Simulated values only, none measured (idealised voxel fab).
The document below concerns the process module designated voxel gate over fins.
Displayed cross-section: cut, width of 240 nm, square cells sized 5 nm.
Heads up, the way a cross-section reads in here is a grid of square cells, handed over as bands from the top down, with every band being one or more rows of cells.
Band: top and bottom heights (nm) first, top before bottom; then materials from left to right, widths in nm. "everywhere" marks a sole material filling the band edge to edge. "empty" denotes empty space.
Height is counted from the level 0, under which the received wafer is composed throughout of one material. The lowest of the bands is not closed at the bottom but continues downward, in the notation "0 and below".
With a width like "30..40", each row of cells in the band differs from the next by the same amount, the top row carrying the first number and the bottom row the second.
"no change" for a step: no cell of the cross-section changed in that step.
In the "Catalogued sealed voids" entry, you get each enclosed empty space of 8 cells or more, one with no open way to the top, written width x height at distance, distance from the left edge, in nm.
Text after the settings on a step's line: the simulator's own remark on that step.
overlay nm: where the mask lay relative to plan, measured to the right, on steps with a mask; negatives go left.

THE STEPS PLANNED FOR THE PROCESS ARE AS FOLLOWS
| 1 | RECEIVE with material Si |
| 2 | CONFORMAL_DEP with material SiN, thk nm 10 |
| 3 | PATTERN with tone cover, mask id FINS, material resist, width nm 15, pitch nm 60, thk nm 20, overlay nm 0 |
| 4 | DIRECTIONAL_ETCH with etch materials SiN, depth nm 10 |
| 5 | DIRECTIONAL_ETCH with etch materials Si, depth nm 40 |
| 6 | STRIP with etch materials resist |
| 7 | OXIDIZE with depth nm 5 |
| 8 | FILL_DEP with material SiO2, thk nm 15 |
| 9 | CMP with height nm 10 |
| 10 | PATTERN with tone open, mask id RAIL, material resist, width nm 15, thk nm 15, overlay nm 0 |
| 11 | DIRECTIONAL_ETCH with etch materials SiO2, depth nm 45 |
| 12 | STRIP with etch materials resist |
| 13 | CONFORMAL_DEP with material TiN, thk nm 5 |
| 14 | FILL_DEP with material Ru, thk nm 10 |
| 15 | CMP with height nm 10 |
| 16 | SELECTIVE_ETCH with etch materials W Ru TiN, depth nm 30 |
| 17 | FILL_DEP with material SiO2, thk nm 5 |
| 18 | CMP with height nm 10 |
| 19 | SELECTIVE_ETCH with etch materials SiO2, depth nm 20 |
| 20 | STRIP with etch materials SiN |
| 21 | CONFORMAL_DEP with material HfO2, thk nm 5 |
| 22 | CONFORMAL_DEP with material TiN, thk nm 5 |
| 23 | CONFORMAL_DEP with material TiAl, thk nm 5 |
| 24 | CONFORMAL_DEP with material TiN, thk nm 5 |
| 25 | FILL_DEP with material W, thk nm 15 |
| 26 | CMP with height nm 30 |
| 27 | CONFORMAL_DEP with material SiN, thk nm 5 |

THE FOLLOWING PERTAINS TO THE FIRST OF TWO WAFERS, WHICH WAS PROCESSED AS PLANNED

CROSS-SECTION OF THE WAFER AT RECEIPT, WHICH IS THE CONDITION AFTER STEP 1
	0 and below: Si everywhere
	Catalogued sealed voids: none

CROSS-SECTION OF THE WAFER AFTER STEP 2
	10 down to 0: SiN everywhere
	Rest of section, below 0: as before.

CROSS-SECTION OF THE WAFER AFTER STEP 3
	30 down to 10: empty 50 nm / resist 15 nm / empty 45 nm / resist 15 nm / empty 45 nm / resist 15 nm / empty 55 nm
	Rest of section, below 10: as before.

CROSS-SECTION OF THE WAFER AFTER STEP 4
	30 down to 10: empty 50 nm / resist 15 nm / empty 45 nm / resist 15 nm / empty 45 nm / resist 15 nm / empty 55 nm
	10 down to 0: empty 50 nm / SiN 15 nm / empty 45 nm / SiN 15 nm / empty 45 nm / SiN 15 nm / empty 55 nm
	Rest of section, below 0: as before.

CROSS-SECTION OF THE WAFER AFTER STEP 5
	30 down to 10: empty 50 nm / resist 15 nm / empty 45 nm / resist 15 nm / empty 45 nm / resist 15 nm / empty 55 nm
	10 down to 0: empty 50 nm / SiN 15 nm / empty 45 nm / SiN 15 nm / empty 45 nm / SiN 15 nm / empty 55 nm
	0 down to -40: empty 50 nm / Si 15 nm / empty 45 nm / Si 15 nm / empty 45 nm / Si 15 nm / empty 55 nm
	Rest of section, below -40: as before.

CROSS-SECTION OF THE WAFER AFTER STEP 6
	10 down to 0: empty 50 nm / SiN 15 nm / empty 45 nm / SiN 15 nm / empty 45 nm / SiN 15 nm / empty 55 nm
	Rest of section, below 0: as before.

CROSS-SECTION OF THE WAFER AFTER STEP 7
	10 down to 0: empty 50 nm / SiN 15 nm / empty 45 nm / SiN 15 nm / empty 45 nm / SiN 15 nm / empty 55 nm
	0 down to -40: empty 50 nm / SiO2 5 nm / Si 5 nm / SiO2 5 nm / empty 45 nm / SiO2 5 nm / Si 5 nm / SiO2 5 nm / empty 45 nm / SiO2 5 nm / Si 5 nm / SiO2 5 nm / empty 55 nm
	-40 down to -45: SiO2 55 nm / Si 5 nm / SiO2 55 nm / Si 5 nm / SiO2 55 nm / Si 5 nm / SiO2 60 nm
	Rest of section, below -45: as before.

CROSS-SECTION OF THE WAFER AFTER STEP 8
	25 down to 10: SiO2 everywhere
	10 down to 0: SiO2 50 nm / SiN 15 nm / SiO2 45 nm / SiN 15 nm / SiO2 45 nm / SiN 15 nm / SiO2 55 nm
	0 down to -45: SiO2 55 nm / Si 5 nm / SiO2 55 nm / Si 5 nm / SiO2 55 nm / Si 5 nm / SiO2 60 nm
	Rest of section, below -45: as before.

CROSS-SECTION OF THE WAFER AFTER STEP 9
	10 down to 0: SiO2 50 nm / SiN 15 nm / SiO2 45 nm / SiN 15 nm / SiO2 45 nm / SiN 15 nm / SiO2 55 nm
	Rest of section, below 0: as before.

CROSS-SECTION OF THE WAFER AFTER STEP 10
	25 down to 10: resist 80 nm / empty 15 nm / resist 145 nm
	Rest of section, below 10: as before.

CROSS-SECTION OF THE WAFER AFTER STEP 11
	25 down to 10: resist 80 nm / empty 15 nm / resist 145 nm
	10 down to 0: SiO2 50 nm / SiN 15 nm / SiO2 15 nm / empty 15 nm / SiO2 15 nm / SiN 15 nm / SiO2 45 nm / SiN 15 nm / SiO2 55 nm
	0 down to -35: SiO2 55 nm / Si 5 nm / SiO2 20 nm / empty 15 nm / SiO2 20 nm / Si 5 nm / SiO2 55 nm / Si 5 nm / SiO2 60 nm
	Rest of section, below -35: as before.

CROSS-SECTION OF THE WAFER AFTER STEP 12
	10 down to 0: SiO2 50 nm / SiN 15 nm / SiO2 15 nm / empty 15 nm / SiO2 15 nm / SiN 15 nm / SiO2 45 nm / SiN 15 nm / SiO2 55 nm
	Rest of section, below 0: as before.

CROSS-SECTION OF THE WAFER AFTER STEP 13
	15 down to 10: TiN 85 nm / empty 5 nm / TiN 150 nm
	10 down to 0: SiO2 50 nm / SiN 15 nm / SiO2 15 nm / TiN 5 nm / empty 5 nm / TiN 5 nm / SiO2 15 nm / SiN 15 nm / SiO2 45 nm / SiN 15 nm / SiO2 55 nm
	0 down to -30: SiO2 55 nm / Si 5 nm / SiO2 20 nm / TiN 5 nm / empty 5 nm / TiN 5 nm / SiO2 20 nm / Si 5 nm / SiO2 55 nm / Si 5 nm / SiO2 60 nm
	-30 down to -35: SiO2 55 nm / Si 5 nm / SiO2 20 nm / TiN 15 nm / SiO2 20 nm / Si 5 nm / SiO2 55 nm / Si 5 nm / SiO2 60 nm
	Rest of section, below -35: as before.

CROSS-SECTION OF THE WAFER AFTER STEP 14
	25 down to 15: Ru everywhere
	15 down to 10: TiN 85 nm / Ru 5 nm / TiN 150 nm
	10 down to 0: SiO2 50 nm / SiN 15 nm / SiO2 15 nm / TiN 5 nm / Ru 5 nm / TiN 5 nm / SiO2 15 nm / SiN 15 nm / SiO2 45 nm / SiN 15 nm / SiO2 55 nm
	0 down to -30: SiO2 55 nm / Si 5 nm / SiO2 20 nm / TiN 5 nm / Ru 5 nm / TiN 5 nm / SiO2 20 nm / Si 5 nm / SiO2 55 nm / Si 5 nm / SiO2 60 nm
	Rest of section, below -30: as before.

CROSS-SECTION OF THE WAFER AFTER STEP 15
	10 down to 0: SiO2 50 nm / SiN 15 nm / SiO2 15 nm / TiN 5 nm / Ru 5 nm / TiN 5 nm / SiO2 15 nm / SiN 15 nm / SiO2 45 nm / SiN 15 nm / SiO2 55 nm
	Rest of section, below 0: as before.

CROSS-SECTION OF THE WAFER AFTER STEP 16
	10 down to 0: SiO2 50 nm / SiN 15 nm / SiO2 15 nm / empty 15 nm / SiO2 15 nm / SiN 15 nm / SiO2 45 nm / SiN 15 nm / SiO2 55 nm
	0 down to -20: SiO2 55 nm / Si 5 nm / SiO2 20 nm / empty 15 nm / SiO2 20 nm / Si 5 nm / SiO2 55 nm / Si 5 nm / SiO2 60 nm
	Rest of section, below -20: as before.

CROSS-SECTION OF THE WAFER AFTER STEP 17
	15 down to 10: SiO2 everywhere
	10 down to 0: SiO2 50 nm / SiN 15 nm / SiO2 45 nm / SiN 15 nm / SiO2 45 nm / SiN 15 nm / SiO2 55 nm
	0 down to -20: SiO2 55 nm / Si 5 nm / SiO2 55 nm / Si 5 nm / SiO2 55 nm / Si 5 nm / SiO2 60 nm
	Rest of section, below -20: as before.

CROSS-SECTION OF THE WAFER AFTER STEP 18
	10 down to 0: SiO2 50 nm / SiN 15 nm / SiO2 45 nm / SiN 15 nm / SiO2 45 nm / SiN 15 nm / SiO2 55 nm
	Rest of section, below 0: as before.

CROSS-SECTION OF THE WAFER AFTER STEP 19
	10 down to 0: empty 50 nm / SiN 15 nm / empty 45 nm / SiN 15 nm / empty 45 nm / SiN 15 nm / empty 55 nm
	0 down to -10: empty 55 nm / Si 5 nm / empty 55 nm / Si 5 nm / empty 55 nm / Si 5 nm / empty 60 nm
	Rest of section, below -10: as before.

CROSS-SECTION OF THE WAFER AFTER STEP 20
	0 down to -10: empty 55 nm / Si 5 nm / empty 55 nm / Si 5 nm / empty 55 nm / Si 5 nm / empty 60 nm
	Rest of section, below -10: as before.

CROSS-SECTION OF THE WAFER AFTER STEP 21
	5 down to 0: empty 50 nm / HfO2 15 nm / empty 45 nm / HfO2 15 nm / empty 45 nm / HfO2 15 nm / empty 55 nm
	0 down to -5: empty 50 nm / HfO2 5 nm / Si 5 nm / HfO2 5 nm / empty 45 nm / HfO2 5 nm / Si 5 nm / HfO2 5 nm / empty 45 nm / HfO2 5 nm / Si 5 nm / HfO2 5 nm / empty 55 nm
	-5 down to -10: HfO2 55 nm / Si 5 nm / HfO2 55 nm / Si 5 nm / HfO2 55 nm / Si 5 nm / HfO2 60 nm
	Rest of section, below -10: as before.

CROSS-SECTION OF THE WAFER AFTER STEP 22
	10 down to 5: empty 45 nm / TiN 25 nm / empty 35 nm / TiN 25 nm / empty 35 nm / TiN 25 nm / empty 50 nm
	5 down to 0: empty 45 nm / TiN 5 nm / HfO2 15 nm / TiN 5 nm / empty 35 nm / TiN 5 nm / HfO2 15 nm / TiN 5 nm / empty 35 nm / TiN 5 nm / HfO2 15 nm / TiN 5 nm / empty 50 nm
	0 down to -5: TiN 50 nm / HfO2 5 nm / Si 5 nm / HfO2 5 nm / TiN 45 nm / HfO2 5 nm / Si 5 nm / HfO2 5 nm / TiN 45 nm / HfO2 5 nm / Si 5 nm / HfO2 5 nm / TiN 55 nm
	Rest of section, below -5: as before.

CROSS-SECTION OF THE WAFER AFTER STEP 23
	15 down to 10: empty 40 nm / TiAl 35 nm / empty 25 nm / TiAl 35 nm / empty 25 nm / TiAl 35 nm / empty 45 nm
	10 down to 5: empty 40 nm / TiAl 5 nm / TiN 25 nm / TiAl 5 nm / empty 25 nm / TiAl 5 nm / TiN 25 nm / TiAl 5 nm / empty 25 nm / TiAl 5 nm / TiN 25 nm / TiAl 5 nm / empty 45 nm
	5 down to 0: TiAl 45 nm / TiN 5 nm / HfO2 15 nm / TiN 5 nm / TiAl 35 nm / TiN 5 nm / HfO2 15 nm / TiN 5 nm / TiAl 35 nm / TiN 5 nm / HfO2 15 nm / TiN 5 nm / TiAl 50 nm
	Rest of section, below 0: as before.

CROSS-SECTION OF THE WAFER AFTER STEP 24
	20 down to 15: empty 35 nm / TiN 45 nm / empty 15 nm / TiN 45 nm / empty 15 nm / TiN 45 nm / empty 40 nm
	15 down to 10: empty 35 nm / TiN 5 nm / TiAl 35 nm / TiN 5 nm / empty 15 nm / TiN 5 nm / TiAl 35 nm / TiN 5 nm / empty 15 nm / TiN 5 nm / TiAl 35 nm / TiN 5 nm / empty 40 nm
	10 down to 5: TiN 40 nm / TiAl 5 nm / TiN 25 nm / TiAl 5 nm / TiN 25 nm / TiAl 5 nm / TiN 25 nm / TiAl 5 nm / TiN 25 nm / TiAl 5 nm / TiN 25 nm / TiAl 5 nm / TiN 45 nm
	Rest of section, below 5: as before.

CROSS-SECTION OF THE WAFER AFTER STEP 25
	35 down to 20: W everywhere
	20 down to 15: W 35 nm / TiN 45 nm / W 15 nm / TiN 45 nm / W 15 nm / TiN 45 nm / W 40 nm
	15 down to 10: W 35 nm / TiN 5 nm / TiAl 35 nm / TiN 5 nm / W 15 nm / TiN 5 nm / TiAl 35 nm / TiN 5 nm / W 15 nm / TiN 5 nm / TiAl 35 nm / TiN 5 nm / W 40 nm
	Rest of section, below 10: as before.

CROSS-SECTION OF THE WAFER AFTER STEP 26
	30 down to 20: W everywhere
	Rest of section, below 20: as before.

CROSS-SECTION OF THE WAFER AFTER STEP 27
	35 down to 30: SiN everywhere
	Rest of section, below 30: as before.

SECOND WAFER - SHARED START AND PLAN WITH THE FIRST - ONE ERROR IN RUNNING - SAME AS THE FIRST UP TO STEP 22 INCLUSIVE

WHAT THE SECOND WAFER LOOKS LIKE IN CROSS-SECTION WHEN STEP 23 SHOULD HAVE WRAPPED UP
	15 down to 5: empty 40 nm / TiN 35 nm / empty 25 nm / TiN 35 nm / empty 25 nm / TiN 35 nm / empty 45 nm
	5 down to 0: TiN 50 nm / HfO2 15 nm / TiN 45 nm / HfO2 15 nm / TiN 45 nm / HfO2 15 nm / TiN 55 nm
	Rest of section, below 0: as before.

WHAT THE SECOND WAFER LOOKS LIKE IN CROSS-SECTION WHEN STEP 24 SHOULD HAVE WRAPPED UP
	20 down to 15: empty 35 nm / TiAl 45 nm / empty 15 nm / TiAl 45 nm / empty 15 nm / TiAl 45 nm / empty 40 nm
	15 down to 10: empty 35 nm / TiAl 5 nm / TiN 35 nm / TiAl 5 nm / empty 15 nm / TiAl 5 nm / TiN 35 nm / TiAl 5 nm / empty 15 nm / TiAl 5 nm / TiN 35 nm / TiAl 5 nm / empty 40 nm
	10 down to 5: TiAl 40 nm / TiN 35 nm / TiAl 25 nm / TiN 35 nm / TiAl 25 nm / TiN 35 nm / TiAl 45 nm
	Rest of section, below 5: as before.

WHAT THE SECOND WAFER LOOKS LIKE IN CROSS-SECTION WHEN STEP 25 SHOULD HAVE WRAPPED UP
	35 down to 20: W everywhere
	20 down to 15: W 35 nm / TiAl 45 nm / W 15 nm / TiAl 45 nm / W 15 nm / TiAl 45 nm / W 40 nm
	15 down to 10: W 35 nm / TiAl 5 nm / TiN 35 nm / TiAl 5 nm / W 15 nm / TiAl 5 nm / TiN 35 nm / TiAl 5 nm / W 15 nm / TiAl 5 nm / TiN 35 nm / TiAl 5 nm / W 40 nm
	Rest of section, below 10: as before.

WHAT THE SECOND WAFER LOOKS LIKE IN CROSS-SECTION WHEN STEP 26 SHOULD HAVE WRAPPED UP
	30 down to 20: W everywhere
	Rest of section, below 20: as before.

WHAT THE SECOND WAFER LOOKS LIKE IN CROSS-SECTION WHEN STEP 27 SHOULD HAVE WRAPPED UP
	35 down to 30: SiN everywhere
	Rest of section, below 30: as before.
Against the plan, the run slipped here: steps 23 and 24 swapped
Final state: per-material cell counts identical on both wafers; locations differ.
